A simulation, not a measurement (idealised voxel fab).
Process module in this document: voxel spacer lines
The figure presents cross-section cut, which has a width of 290 nm and is divided into square cells with an edge length of 5 nm.
If you're reading a cross-section in this doc, picture square cells in a grid; it comes to you as bands, top ones listed first down to the bottom, and a band can be one or more rows of cells. First you get the band's top height and its bottom height, in nm, and then the materials it's made of, left to right, with each width in nm. If you see a single material with "all across", that one covers the band edge to edge. "empty" is empty space. Height datum 0, below which the as-received substrate wafer is one material. Lowest band open at the bottom, running downward: "0 nm and below". Graded width ("30 to 40"): value in top row of band = first number; value in bottom row = second number; row-to-row change constant. "no change" for a step: no cell of the cross-section changed in that step. "Closed empty spaces": empty spaces of 8 cells or more with no open way to the top, each given as width x height at distance, distance from the left edge, all in nm. That trailing text on a step's line, after the settings, is the simulator's own remark on the step. The optional step-line setting "overlay nm" applies to steps with a mask and quantifies how far to the right of its planned location the mask lay, a negative value indicating leftward placement.

List of planned process steps
1 RECEIVE, material Si
2 CONFORMAL_DEP, material Al2O3, thk nm 10
3 DIRECTIONAL_DEP, material polySi, thk nm 20
4 DIRECTIONAL_DEP, material aC, thk nm 20
5 PATTERN, tone cover, mask id MANDREL, material resist, width nm 20, pitch nm 70, thk nm 30, overlay nm -15
6 DIRECTIONAL_ETCH, etch materials aC, depth nm 20
7 STRIP, etch materials resist
8 CONFORMAL_DEP, material SiN, thk nm 15
9 DIRECTIONAL_ETCH, etch materials SiN, depth nm 15
10 STRIP, etch materials aC
11 DIRECTIONAL_ETCH, etch materials polySi, depth nm 20
12 STRIP, etch materials SiN
13 FILL_DEP, material lowk, thk nm 5
14 CMP, height nm 30
Heads up: all these wafers start the same, and what changes between them is the overlay nm in step 5. The value you see in the plan is just what the first wafer got.

The first of several wafers, as received after step 1, seen in section
0 nm and below  Si all across
Closed empty spaces: none

Here is the cross-section of the first of several wafers at the end of the module, after its last step, step 14
30 nm to 10 nm  lowk: 70; polySi: 15; lowk: 20; polySi: 15; lowk: 20; polySi: 15; lowk: 20; polySi: 15; lowk: 100
10 nm to 0 nm  Al2O3 all across
0 nm and below  Si all across
Closed empty spaces: none

End of module, last wafer sectioned
30 nm to 10 nm  lowk: 100; polySi: 15; lowk: 20; polySi: 15; lowk: 20; polySi: 15; lowk: 20; polySi: 15; lowk: 70
10 nm to 0 nm  Al2O3 all across
0 nm and below  Si all across
Closed empty spaces: none

Below, a row for every wafer. Read it as the end-of-module picture: for each material the wafer shows its cells gained (+) or lost (-) since it was received, and then its closed voids
overlay nm -15; +116 Al2O3; +184 lowk; +48 polySi; Closed empty spaces: none
overlay nm -10; +116 Al2O3; +184 lowk; +48 polySi; Closed empty spaces: none
overlay nm -5; +116 Al2O3; +184 lowk; +48 polySi; Closed empty spaces: none
overlay nm 0; +116 Al2O3; +184 lowk; +48 polySi; Closed empty spaces: none
overlay nm 5; +116 Al2O3; +184 lowk; +48 polySi; Closed empty spaces: none
overlay nm 10; +116 Al2O3; +184 lowk; +48 polySi; Closed empty spaces: none
overlay nm 15; +116 Al2O3; +184 lowk; +48 polySi; Closed empty spaces: none
